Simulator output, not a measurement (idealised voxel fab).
Process module name: voxel local oxidation
Square cell edge 5 nm, section width 145 nm, ID cut.
Bands, listed from the top down, are how a cross-section gets written in this document; the cross-section itself is a grid of square cells, and a band is one or more rows of them.
For a band, the entry starts with two heights in nm, that of the top and then that of the bottom, and carries on with the band's materials in order from left to right, each alongside its width in nm; the word "everywhere" beside a single material means it fills the band edge to edge, and "empty" means empty space.
Where do heights start? At 0: under that level the wafer as delivered is made of one material only. And the lowest band has no floor; it just carries on downward, as in "0 down".
Quick explanation for "30..40": the width changes in equal steps down the rows of cells, from the first number in the band's top row to the second number in its bottom row.
"no alterations made" (step): cross-section cells unchanged, all of them.
Voids not open to the top, 8 cells minimum: see "Enclosed empty spaces". Written width x height at distance; distance is from the left edge; nm.
What comes after the settings on a step's line is commentary from the simulator itself on that step.
If you see "overlay nm" on a step's line and that step has a mask, it's telling you how far right of where it was planned the mask ended up; a negative number means it went left instead.

-- Set out below are the planned steps of the process
1,RECEIVE: material Si
2,OXIDIZE: depth nm 5
3,CONFORMAL_DEP: material SiN, thk nm 10
4,MASKED_ETCH: tone cover, mask id ACTIVE, width nm 110, etch materials SiN, depth nm 10, overlay nm 0
5,SELECTIVE_ETCH: etch materials SiO2, depth nm 5
6,OXIDIZE: depth nm 15
7,STRIP: etch materials SiN

-- As-received state of the wafer in cross-section, equivalent to post-step 1
* 0 down = Si everywhere
* Enclosed empty spaces: none

-- First of two wafers, end-of-module section, run followed plan
* 0 to -5 = 20 of empty, then 100 of SiO2, then 25 of empty
* -5 to -20 = 35 of SiO2, then 70 of Si, then 40 of SiO2
* -20 down = Si everywhere
* Enclosed empty spaces: none

-- Wafer two, end of module, cross-section. Same start, same plan as wafer one. One mistake in the run
* 0 to -5 = 25 of empty, then 100 of SiO2, then 20 of empty
* -5 to -20 = 40 of SiO2, then 70 of Si, then 35 of SiO2
* -20 down = Si everywhere
* Enclosed empty spaces: none
So what did we get wrong on this run? step 4 ran with different settings than intended, the actual operation and settings being MASKED_ETCH: tone cover, mask id ACTIVE, width nm 110, etch materials SiN, depth nm 10, overlay nm 5
at the end the second wafer has, in cells: as many of each material as the first, in other places
